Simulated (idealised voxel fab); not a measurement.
process module | voxel spacer lines
cross-section cut | 225 nm wide | cells 5 nm
A cross-section is a grid of square cells, given in bands from the top down. A band is one or more rows of cells.
Each band's line starts with the height of the band's top and of its bottom, in nm. Then come its materials from left to right, each with its width in nm. One material with "throughout" fills the band from edge to edge. "air" is empty space.
Height 0 is the level under which the wafer as received is all one material. The lowest band goes on downwards, as in "0 down".
A width such as "30 to 40" changes by the same amount from each row of cells to the next, from the band's top row to its bottom row.
"no change" after a step means that no cell of the cross-section changed.
closed voids: empty space of 8 cells or more with no open way to the top, each as width x height at its distance from the left edge, in nm
after a step's settings: what the simulator itself notes on the step
overlay nm, on a step with a mask: how far to the right of its planned place the mask lay; to the left if negative
plan
1 op RECEIVE | material Si
2 op CONFORMAL_DEP | material Al2O3 | thk nm 10
3 op DIRECTIONAL_DEP | material polySi | thk nm 10
4 op DIRECTIONAL_DEP | material aC | thk nm 25
5 op PATTERN | tone cover | mask id MANDREL | material resist | width nm 15 | pitch nm 70 | thk nm 30 | overlay nm 0
6 op DIRECTIONAL_ETCH | etch materials aC | depth nm 25
7 op STRIP | etch materials resist
8 op CONFORMAL_DEP | material SiO2 | thk nm 10
9 op DIRECTIONAL_ETCH | etch materials SiO2 | depth nm 10
10 op STRIP | etch materials aC
11 op DIRECTIONAL_ETCH | etch materials polySi | depth nm 10
12 op STRIP | etch materials SiO2
varied across the wafers: width nm of step 5. The plan shows the first wafer's value. All wafers start alike
first wafer as received, after step 1
  0 down: Si throughout
  closed voids: none
each wafer at the end: cells of each material gained (+) or lost (-) since it was received, then its closed voids
width nm 15 | +90 Al2O3 | +16 polySi | closed voids: none
width nm 20 | +90 Al2O3 | +16 polySi | closed voids: none
width nm 25 | +90 Al2O3 | +16 polySi | closed voids: none
width nm 30 | +90 Al2O3 | +16 polySi | closed voids: none
width nm 35 | +90 Al2O3 | +16 polySi | closed voids: none
width nm 40 | +90 Al2O3 | +16 polySi | closed voids: none
